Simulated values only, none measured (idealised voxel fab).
process module | voxel released beams
cross-section cut | 145 nm wide | cells 5 nm
A cross-section is a grid of square cells, given in bands from the top down. A band is one or more rows of cells.
Each band's line starts with the height of the band's top and of its bottom, in nm. Then come its materials from left to right, each with its width in nm. One material with "throughout" fills the band from edge to edge. "air" is empty space.
Height 0 is the level under which the wafer as received is all one material. The lowest band goes on downwards, as in "0 down".
A width such as "30 to 40" changes by the same amount from each row of cells to the next, from the band's top row to its bottom row.
"no change" after a step means that no cell of the cross-section changed.
closed voids: empty space of 8 cells or more with no open way to the top, each as width x height at its distance from the left edge, in nm
after a step's settings: what the simulator itself notes on the step
overlay nm, on a step with a mask: how far to the right of its planned place the mask lay; to the left if negative
plan
1 op RECEIVE | material Si
2 op CONFORMAL_DEP | material Al2O3 | thk nm 10
3 op DIRECTIONAL_DEP | material SiO2 | thk nm 10
4 op MASKED_ETCH | tone open | mask id ANCHOR | width nm 40 | etch materials SiO2 | depth nm 10 | overlay nm 0
5 op CONFORMAL_DEP | material SiN | thk nm 15
6 op MASKED_ETCH | tone cover | mask id BEAM | width nm 85 | etch materials SiN | depth nm 15 | overlay nm 0
7 op STRIP | etch materials SiO2
as received, after step 1
  0 down: Si throughout
  closed voids: none
first wafer at the end, as planned
  35 to 25: air 25 | SiN 20 | air 10 | SiN 55 | air 35
  25 to 20: air 25 | SiN 85 | air 35
  20 to 10: air 30 | SiN 40 | air 75
  10 to 0: Al2O3 throughout
  0 down: Si throughout
  closed voids: none
second wafer at the end: like start, like plan, one mistake
  35 to 25: air 25 | SiN 15 | air 10 | SiN 60 | air 35
  25 to 20: air 25 | SiN 85 | air 35
  20 to 10: air 25 | SiN 40 | air 80
  10 to 0: Al2O3 throughout
  0 down: Si throughout
  closed voids: none
what went wrong: step 4 ran as: op MASKED_ETCH | tone open | mask id ANCHOR | width nm 40 | etch materials SiO2 | depth nm 10 | overlay nm -5
at the end the second wafer has, in cells: as many of each material as the first, in other places
